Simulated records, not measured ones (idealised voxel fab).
This section sets out a process module, namely voxel capacitor over wiring.
It is cross-section cut that appears here, measuring 245 nm in width, its square cells being 5 nm in size.
In this document a cross-section is written as a grid of square cells. It is given as a series of bands, listed from the top down, and a band is one or more rows of cells. Each band's line starts with the height of the band's top and of its bottom, in nm. Then come its materials from left to right, each with its width in nm. One material with "full width" fills the band from edge to edge. "empty" is empty space. Below 0: as-received wafer, all one material; heights counted from there. Lowest band: no bottom, goes on down, written "from 0 down". The width entry "30->40" should be interpreted row by row: the top row of cells in the band takes the first number, the bottom row takes the second number, and the change between adjacent rows is uniform throughout. "remained the same" -> step changed no cross-section cell. The list in "Fully sealed voids" covers empty spaces of 8 cells or more that cannot reach the top through any open way, and it gives each as width x height at distance; the distance is from the left edge, and width, height and distance are in nm. Formally, on a step line, whatever follows the settings is a remark that the simulator itself makes on the step. When a step includes a mask, the "overlay nm" setting on its line states how far to the right of its planned place that mask lay, and negative values state how far to the left.

PROCESS STEPS (PLANNED)
1. op RECEIVE | material Si
2. op CONFORMAL_DEP | material SiO2 | thk nm 15
3. op CONFORMAL_DEP | material SiCN | thk nm 5
4. op DIRECTIONAL_DEP | material SiO2 | thk nm 25
5. op DIRECTIONAL_DEP | material aC | thk nm 15
6. op PATTERN | tone open | mask id METAL_1 | material resist | width nm 25 | pitch nm 80 | thk nm 30 | overlay nm 0
7. op DIRECTIONAL_ETCH | etch materials aC | depth nm 15
8. op STRIP | etch materials resist
9. op DIRECTIONAL_ETCH | etch materials SiO2 | depth nm 25
10. op DIRECTIONAL_ETCH | etch materials SiCN | depth nm 5
11. op STRIP | etch materials aC
12. op CONFORMAL_DEP | material TiN | thk nm 5
13. op FILL_DEP | material Cu | thk nm 5
14. op CMP | height nm 45
15. op CONFORMAL_DEP | material SiCN | thk nm 5
16. op DIRECTIONAL_DEP | material SiO2 | thk nm 10
17. op DIRECTIONAL_DEP | material aC | thk nm 10
18. op PATTERN | tone open | mask id PLUG_1 | material resist | width nm 15 | thk nm 25 | overlay nm 0
19. op DIRECTIONAL_ETCH | etch materials aC | depth nm 10
20. op STRIP | etch materials resist
21. op DIRECTIONAL_ETCH | etch materials SiO2 | depth nm 10
22. op DIRECTIONAL_ETCH | etch materials SiCN | depth nm 5
23. op STRIP | etch materials aC
24. op CONFORMAL_DEP | material TiN | thk nm 5
25. op FILL_DEP | material Ru | thk nm 5
26. op CMP | height nm 60
27. op DIRECTIONAL_DEP | material TiN | thk nm 10
28. op DIRECTIONAL_DEP | material HfO2 | thk nm 5
29. op DIRECTIONAL_DEP | material TiN | thk nm 5
30. op DIRECTIONAL_DEP | material aC | thk nm 15
31. op PATTERN | tone cover | mask id UPPER_PLATE | material resist | width nm 60 | thk nm 30 | overlay nm 0
32. op DIRECTIONAL_ETCH | etch materials aC | depth nm 15
33. op STRIP | etch materials resist
34. op DIRECTIONAL_ETCH | etch materials TiN | depth nm 5
35. op DIRECTIONAL_ETCH | etch materials HfO2 | depth nm 5
36. op STRIP | etch materials aC
37. op PATTERN | tone cover | mask id LOWER_PLATE | material resist | width nm 70 | thk nm 20 | overlay nm 0
38. op DIRECTIONAL_ETCH | etch materials TiN | depth nm 10
39. op STRIP | etch materials resist
40. op FILL_DEP | material SiO2 | thk nm 20
41. op CMP | height nm 95
42. op PATTERN | tone open | mask id PLUG_2 | material resist | width nm 15 | thk nm 20 | overlay nm 0
43. op DIRECTIONAL_ETCH | etch materials SiO2 | depth nm 15
44. op STRIP | etch materials resist
45. op CONFORMAL_DEP | material TiN | thk nm 5
46. op FILL_DEP | material Ru | thk nm 5
47. op CMP | height nm 95
48. op CONFORMAL_DEP | material SiCN | thk nm 5

CROSS-SECTION, INCOMING MATERIAL, AFTER STEP 1
from 0 down | Si full width
Fully sealed voids: none

SECTIONED VIEW, FIRST OF TWO WAFERS, AT THE CLOSE OF THE MODULE, PROCESSED AS INTENDED IN THE PLAN
from 100 to 95 | SiCN full width
from 95 to 85 | 90 nm SiO2, then 5 nm TiN, then 5 nm Ru, then 5 nm TiN, then 140 nm SiO2
from 85 to 75 | 90->80 nm SiO2, then 15->60 nm TiN, then 140->105 nm SiO2
from 75 to 70 | 80 nm SiO2, then 60 nm HfO2, then 105 nm SiO2
from 70 to 60 | 75 nm SiO2, then 70 nm TiN, then 100 nm SiO2
from 60 to 50 | 80 nm SiO2, then 5 nm TiN, then 5 nm Ru, then 5 nm TiN, then 150 nm SiO2
from 50 to 45 | 80 nm SiCN, then 15 nm TiN, then 150 nm SiCN
from 45 to 20 | 70 nm SiO2, then 5 nm TiN, then 15 nm Cu, then 5 nm TiN, then 55 nm SiO2, then 5 nm TiN, then 15 nm Cu, then 5 nm TiN, then 70 nm SiO2
from 20 to 15 | 70 nm SiCN, then 25 nm TiN, then 55 nm SiCN, then 25 nm TiN, then 70 nm SiCN
from 15 to 0 | SiO2 full width
from 0 down | Si full width
Fully sealed voids: none

WHAT THE SECOND WAFER LOOKS LIKE IN CROSS-SECTION ONCE THE MODULE IS DONE. ITS START AND ITS PLAN MATCHED THE FIRST WAFER'S EXACTLY; WHAT DIFFERED WAS ONE MISTAKE IN HOW IT WAS RUN
from 100 to 95 | SiCN full width
from 95 to 85 | 90 nm SiO2, then 5 nm TiN, then 5 nm Ru, then 5 nm TiN, then 140 nm SiO2
from 85 to 75 | 90->80 nm SiO2, then 15->60 nm TiN, then 140->105 nm SiO2
from 75 to 70 | 80 nm SiO2, then 60 nm HfO2, then 105 nm SiO2
from 70 to 60 | 75 nm SiO2, then 70 nm TiN, then 100 nm SiO2
from 60 to 50 | 80 nm SiO2, then 5 nm TiN, then 5 nm Ru, then 5 nm TiN, then 150 nm SiO2
from 50 to 45 | 80 nm SiCN, then 15 nm TiN, then 150 nm SiCN
from 45 to 40 | 75 nm TiN, then 15 nm Cu, then 65 nm TiN, then 15 nm Cu, then 75 nm TiN
from 40 to 20 | 70 nm SiO2, then 5 nm TiN, then 15 nm Cu, then 5 nm TiN, then 55 nm SiO2, then 5 nm TiN, then 15 nm Cu, then 5 nm TiN, then 70 nm SiO2
from 20 to 15 | 70 nm SiO2, then 25 nm TiN, then 55 nm SiO2, then 25 nm TiN, then 70 nm SiO2
from 15 to 0 | SiO2 full width
from 0 down | Si full width
Fully sealed voids: none
In executing the process, a mistake was made relative to the plan: step 3 was left out
Count the cells at the end and the second wafer has more or fewer of some materials than the first: SiCN: 39 fewer; TiN: 39 more
